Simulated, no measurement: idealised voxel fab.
Presented below is a process module, voxel wiring stack.
Square cells of 5 nm make up the cross-section cut, whose width is 270 nm.
A cross-section is a grid of square cells, given in bands from the top down. A band is one or more rows of cells. Within each band entry, the heights of the top and of the bottom of the band appear first, in that order and in nm; the materials of the band then follow from left to right, each with its corresponding width in nm. The designation "edge to edge" on a single material indicates that it fills the band from edge to edge; the designation "empty" indicates empty space. Height is counted from the level 0, under which the received wafer is composed throughout of one material. The lowest of the bands is not closed at the bottom but continues downward, in the notation "0 -> down". With a width like "30..40", each row of cells in the band differs from the next by the same amount, the top row carrying the first number and the bottom row the second. You'll sometimes find "no modifications" written for a step, and that's the way of saying that nowhere in the cross-section did a cell change during that step. Empty spaces without an open route to the top, at least 8 cells in extent, make up the entry "Fully enclosed voids"; each is given as width x height at distance, where the distance is measured from the left edge, and all are in nm. It should be noted that, on the line of a given step, the content following the step's settings is a remark produced by the simulator itself with respect to that step. "overlay nm" on a masked step: distance the mask lay right of its planned place, negative for left.

[Steps in the process plan]
1: RECEIVE | material Si
2: CONFORMAL_DEP | material SiO2 | thk nm 15
3: CONFORMAL_DEP | material SiCN | thk nm 5
4: DIRECTIONAL_DEP | material SiO2 | thk nm 15
5: PATTERN | tone open | mask id METAL_1 | material resist | width nm 20 | pitch nm 45 | thk nm 15 | overlay nm 0
6: DIRECTIONAL_ETCH | etch materials SiO2 | depth nm 15
7: DIRECTIONAL_ETCH | etch materials SiCN | depth nm 5
8: STRIP | etch materials resist
9: CONFORMAL_DEP | material TiN | thk nm 5
10: FILL_DEP | material Cu | thk nm 10
11: CMP | height nm 35
12: CONFORMAL_DEP | material SiCN | thk nm 5
13: DIRECTIONAL_DEP | material SiO2 | thk nm 35
14: PATTERN | tone open | mask id METAL_2_HOLES | material resist | width nm 15 | pitch nm 90 | thk nm 15 | overlay nm 0
15: DIRECTIONAL_ETCH | etch materials SiO2 | depth nm 35
16: STRIP | etch materials resist
17: PATTERN | tone open | mask id METAL_2 | material resist | width nm 20 | pitch nm 45 | thk nm 15 | overlay nm 0
18: DIRECTIONAL_ETCH | etch materials SiO2 | depth nm 20
19: DIRECTIONAL_ETCH | etch materials SiCN | depth nm 5
20: STRIP | etch materials resist
21: CONFORMAL_DEP | material TiN | thk nm 5
22: FILL_DEP | material Cu | thk nm 5
23: CMP | height nm 75
24: CONFORMAL_DEP | material SiCN | thk nm 5

[The first wafer of two, processed as planned]

[Incoming wafer, cross-sectional view, post step 1]
	0 -> down  Si edge to edge
	Fully enclosed voids: none

[Wafer section view after processing step 2]
	15 -> 0  SiO2 edge to edge
	Below 0, no change.

[Wafer section view after processing step 3]
	20 -> 15  SiCN edge to edge
	Below 15, no change.

[Wafer section view after processing step 4]
	35 -> 20  SiO2 edge to edge
	Below 20, no change.

[Wafer section view after processing step 5]
	50 -> 35  80 nm resist  20 nm empty  25 nm resist  20 nm empty  25 nm resist  20 nm empty  80 nm resist
	Below 35, no change.

[Wafer section view after processing step 6]
	50 -> 35  80 nm resist  20 nm empty  25 nm resist  20 nm empty  25 nm resist  20 nm empty  80 nm resist
	35 -> 20  80 nm SiO2  20 nm empty  25 nm SiO2  20 nm empty  25 nm SiO2  20 nm empty  80 nm SiO2
	Below 20, no change.

[Wafer section view after processing step 7]
	50 -> 35  80 nm resist  20 nm empty  25 nm resist  20 nm empty  25 nm resist  20 nm empty  80 nm resist
	35 -> 20  80 nm SiO2  20 nm empty  25 nm SiO2  20 nm empty  25 nm SiO2  20 nm empty  80 nm SiO2
	20 -> 15  80 nm SiCN  20 nm empty  25 nm SiCN  20 nm empty  25 nm SiCN  20 nm empty  80 nm SiCN
	Below 15, no change.

[Wafer section view after processing step 8]
	35 -> 20  80 nm SiO2  20 nm empty  25 nm SiO2  20 nm empty  25 nm SiO2  20 nm empty  80 nm SiO2
	Below 20, no change.

[Wafer section view after processing step 9]
	40 -> 35  85 nm TiN  10 nm empty  35 nm TiN  10 nm empty  35 nm TiN  10 nm empty  85 nm TiN
	35 -> 20  80 nm SiO2  5 nm TiN  10 nm empty  5 nm TiN  25 nm SiO2  5 nm TiN  10 nm empty  5 nm TiN  25 nm SiO2  5 nm TiN  10 nm empty  5 nm TiN  80 nm SiO2
	20 -> 15  80 nm SiCN  20 nm TiN  25 nm SiCN  20 nm TiN  25 nm SiCN  20 nm TiN  80 nm SiCN
	Below 15, no change.

[Wafer section view after processing step 10]
	50 -> 40  Cu edge to edge
	40 -> 35  85 nm TiN  10 nm Cu  35 nm TiN  10 nm Cu  35 nm TiN  10 nm Cu  85 nm TiN
	35 -> 20  80 nm SiO2  5 nm TiN  10 nm Cu  5 nm TiN  25 nm SiO2  5 nm TiN  10 nm Cu  5 nm TiN  25 nm SiO2  5 nm TiN  10 nm Cu  5 nm TiN  80 nm SiO2
	Below 20, no change.

[Wafer section view after processing step 11]
	35 -> 20  80 nm SiO2  5 nm TiN  10 nm Cu  5 nm TiN  25 nm SiO2  5 nm TiN  10 nm Cu  5 nm TiN  25 nm SiO2  5 nm TiN  10 nm Cu  5 nm TiN  80 nm SiO2
	Below 20, no change.

[Wafer section view after processing step 12]
	40 -> 35  SiCN edge to edge
	Below 35, no change.

[Wafer section view after processing step 13]
	75 -> 40  SiO2 edge to edge
	Below 40, no change.

[Wafer section view after processing step 14]
	90 -> 75  80 nm resist  15 nm empty  75 nm resist  15 nm empty  85 nm resist
	Below 75, no change.

[Wafer section view after processing step 15]
	90 -> 75  80 nm resist  15 nm empty  75 nm resist  15 nm empty  85 nm resist
	75 -> 40  80 nm SiO2  15 nm empty  75 nm SiO2  15 nm empty  85 nm SiO2
	Below 40, no change.

[Wafer section view after processing step 16]
	75 -> 40  80 nm SiO2  15 nm empty  75 nm SiO2  15 nm empty  85 nm SiO2
	Below 40, no change.

[Wafer section view after processing step 17]
	90 -> 75  80 nm resist  20 nm empty  25 nm resist  20 nm empty  25 nm resist  20 nm empty  80 nm resist
	Below 75, no change.

[Wafer section view after processing step 18]
	90 -> 75  80 nm resist  20 nm empty  25 nm resist  20 nm empty  25 nm resist  20 nm empty  80 nm resist
	75 -> 55  80 nm SiO2  20 nm empty  25 nm SiO2  20 nm empty  25 nm SiO2  20 nm empty  80 nm SiO2
	Below 55, no change.

[Wafer section view after processing step 19]
	90 -> 75  80 nm resist  20 nm empty  25 nm resist  20 nm empty  25 nm resist  20 nm empty  80 nm resist
	75 -> 55  80 nm SiO2  20 nm empty  25 nm SiO2  20 nm empty  25 nm SiO2  20 nm empty  80 nm SiO2
	55 -> 40  80 nm SiO2  15 nm empty  75 nm SiO2  15 nm empty  85 nm SiO2
	40 -> 35  80 nm SiCN  15 nm empty  75 nm SiCN  15 nm empty  85 nm SiCN
	Below 35, no change.

[Wafer section view after processing step 20]
	75 -> 55  80 nm SiO2  20 nm empty  25 nm SiO2  20 nm empty  25 nm SiO2  20 nm empty  80 nm SiO2
	Below 55, no change.

[Wafer section view after processing step 21]
	80 -> 75  85 nm TiN  10 nm empty  35 nm TiN  10 nm empty  35 nm TiN  10 nm empty  85 nm TiN
	75 -> 60  80 nm SiO2  5 nm TiN  10 nm empty  5 nm TiN  25 nm SiO2  5 nm TiN  10 nm empty  5 nm TiN  25 nm SiO2  5 nm TiN  10 nm empty  5 nm TiN  80 nm SiO2
	60 -> 55  80 nm SiO2  5 nm TiN  5 nm empty  10 nm TiN  25 nm SiO2  20 nm TiN  25 nm SiO2  5 nm TiN  5 nm empty  10 nm TiN  80 nm SiO2
	55 -> 40  80 nm SiO2  5 nm TiN  5 nm empty  5 nm TiN  75 nm SiO2  5 nm TiN  5 nm empty  5 nm TiN  85 nm SiO2
	40 -> 35  80 nm SiCN  15 nm TiN  75 nm SiCN  15 nm TiN  85 nm SiCN
	Below 35, no change.

[Wafer section view after processing step 22]
	85 -> 80  Cu edge to edge
	80 -> 75  85 nm TiN  10 nm Cu  35 nm TiN  10 nm Cu  35 nm TiN  10 nm Cu  85 nm TiN
	75 -> 60  80 nm SiO2  5 nm TiN  10 nm Cu  5 nm TiN  25 nm SiO2  5 nm TiN  10 nm Cu  5 nm TiN  25 nm SiO2  5 nm TiN  10 nm Cu  5 nm TiN  80 nm SiO2
	60 -> 55  80 nm SiO2  5 nm TiN  5 nm Cu  10 nm TiN  25 nm SiO2  20 nm TiN  25 nm SiO2  5 nm TiN  5 nm Cu  10 nm TiN  80 nm SiO2
	55 -> 40  80 nm SiO2  5 nm TiN  5 nm Cu  5 nm TiN  75 nm SiO2  5 nm TiN  5 nm Cu  5 nm TiN  85 nm SiO2
	Below 40, no change.

[Wafer section view after processing step 23]
	75 -> 60  80 nm SiO2  5 nm TiN  10 nm Cu  5 nm TiN  25 nm SiO2  5 nm TiN  10 nm Cu  5 nm TiN  25 nm SiO2  5 nm TiN  10 nm Cu  5 nm TiN  80 nm SiO2
	Below 60, no change.

[Wafer section view after processing step 24]
	80 -> 75  SiCN edge to edge
	Below 75, no change.

[The Second Wafer: Common Origin and Plan, One Mistake in Execution, Identical to the First Through Step 12]

[Second wafer profile in section, at the moment step 13 of the plan was meant to be complete]
	110 -> 40  SiO2 edge to edge
	Below 40, no change.

[Second wafer profile in section, at the moment step 14 of the plan was meant to be complete]
	125 -> 110  80 nm resist  15 nm empty  75 nm resist  15 nm empty  85 nm resist
	Below 110, no change.

[Second wafer profile in section, at the moment step 15 of the plan was meant to be complete]
	125 -> 110  80 nm resist  15 nm empty  75 nm resist  15 nm empty  85 nm resist
	110 -> 75  80 nm SiO2  15 nm empty  75 nm SiO2  15 nm empty  85 nm SiO2
	Below 75, no change.

[Second wafer profile in section, at the moment step 16 of the plan was meant to be complete]
	110 -> 75  80 nm SiO2  15 nm empty  75 nm SiO2  15 nm empty  85 nm SiO2
	Below 75, no change.

[Second wafer profile in section, at the moment step 17 of the plan was meant to be complete]
	125 -> 110  80 nm resist  20 nm empty  25 nm resist  20 nm empty  25 nm resist  20 nm empty  80 nm resist
	Below 110, no change.

[Second wafer profile in section, at the moment step 18 of the plan was meant to be complete]
	125 -> 110  80 nm resist  20 nm empty  25 nm resist  20 nm empty  25 nm resist  20 nm empty  80 nm resist
	110 -> 90  80 nm SiO2  20 nm empty  25 nm SiO2  20 nm empty  25 nm SiO2  20 nm empty  80 nm SiO2
	90 -> 55  80 nm SiO2  15 nm empty  75 nm SiO2  15 nm empty  85 nm SiO2
	Below 55, no change.

Second wafer profile in section, at the moment step 19 of the plan was meant to be complete: no modifications

[Second wafer profile in section, at the moment step 20 of the plan was meant to be complete]
	110 -> 90  80 nm SiO2  20 nm empty  25 nm SiO2  20 nm empty  25 nm SiO2  20 nm empty  80 nm SiO2
	Below 90, no change.

[Second wafer profile in section, at the moment step 21 of the plan was meant to be complete]
	115 -> 110  85 nm TiN  10 nm empty  35 nm TiN  10 nm empty  35 nm TiN  10 nm empty  85 nm TiN
	110 -> 95  80 nm SiO2  5 nm TiN  10 nm empty  5 nm TiN  25 nm SiO2  5 nm TiN  10 nm empty  5 nm TiN  25 nm SiO2  5 nm TiN  10 nm empty  5 nm TiN  80 nm SiO2
	95 -> 90  80 nm SiO2  5 nm TiN  5 nm empty  10 nm TiN  25 nm SiO2  20 nm TiN  25 nm SiO2  5 nm TiN  5 nm empty  10 nm TiN  80 nm SiO2
	90 -> 60  80 nm SiO2  5 nm TiN  5 nm empty  5 nm TiN  75 nm SiO2  5 nm TiN  5 nm empty  5 nm TiN  85 nm SiO2
	60 -> 55  80 nm SiO2  15 nm TiN  75 nm SiO2  15 nm TiN  85 nm SiO2
	Below 55, no change.

[Second wafer profile in section, at the moment step 22 of the plan was meant to be complete]
	120 -> 115  Cu edge to edge
	115 -> 110  85 nm TiN  10 nm Cu  35 nm TiN  10 nm Cu  35 nm TiN  10 nm Cu  85 nm TiN
	110 -> 95  80 nm SiO2  5 nm TiN  10 nm Cu  5 nm TiN  25 nm SiO2  5 nm TiN  10 nm Cu  5 nm TiN  25 nm SiO2  5 nm TiN  10 nm Cu  5 nm TiN  80 nm SiO2
	95 -> 90  80 nm SiO2  5 nm TiN  5 nm Cu  10 nm TiN  25 nm SiO2  20 nm TiN  25 nm SiO2  5 nm TiN  5 nm Cu  10 nm TiN  80 nm SiO2
	90 -> 60  80 nm SiO2  5 nm TiN  5 nm Cu  5 nm TiN  75 nm SiO2  5 nm TiN  5 nm Cu  5 nm TiN  85 nm SiO2
	Below 60, no change.

[Second wafer profile in section, at the moment step 23 of the plan was meant to be complete]
	75 -> 60  80 nm SiO2  5 nm TiN  5 nm Cu  5 nm TiN  75 nm SiO2  5 nm TiN  5 nm Cu  5 nm TiN  85 nm SiO2
	Below 60, no change.

[Second wafer profile in section, at the moment step 24 of the plan was meant to be complete]
	80 -> 75  SiCN edge to edge
	Below 75, no change.
Run error: plan step 13 ran twice
Final cells, second wafer relative to first, materials higher or lower: 20 fewer of Cu; 6 more of SiCN; 42 more of SiO2; 28 fewer of TiN
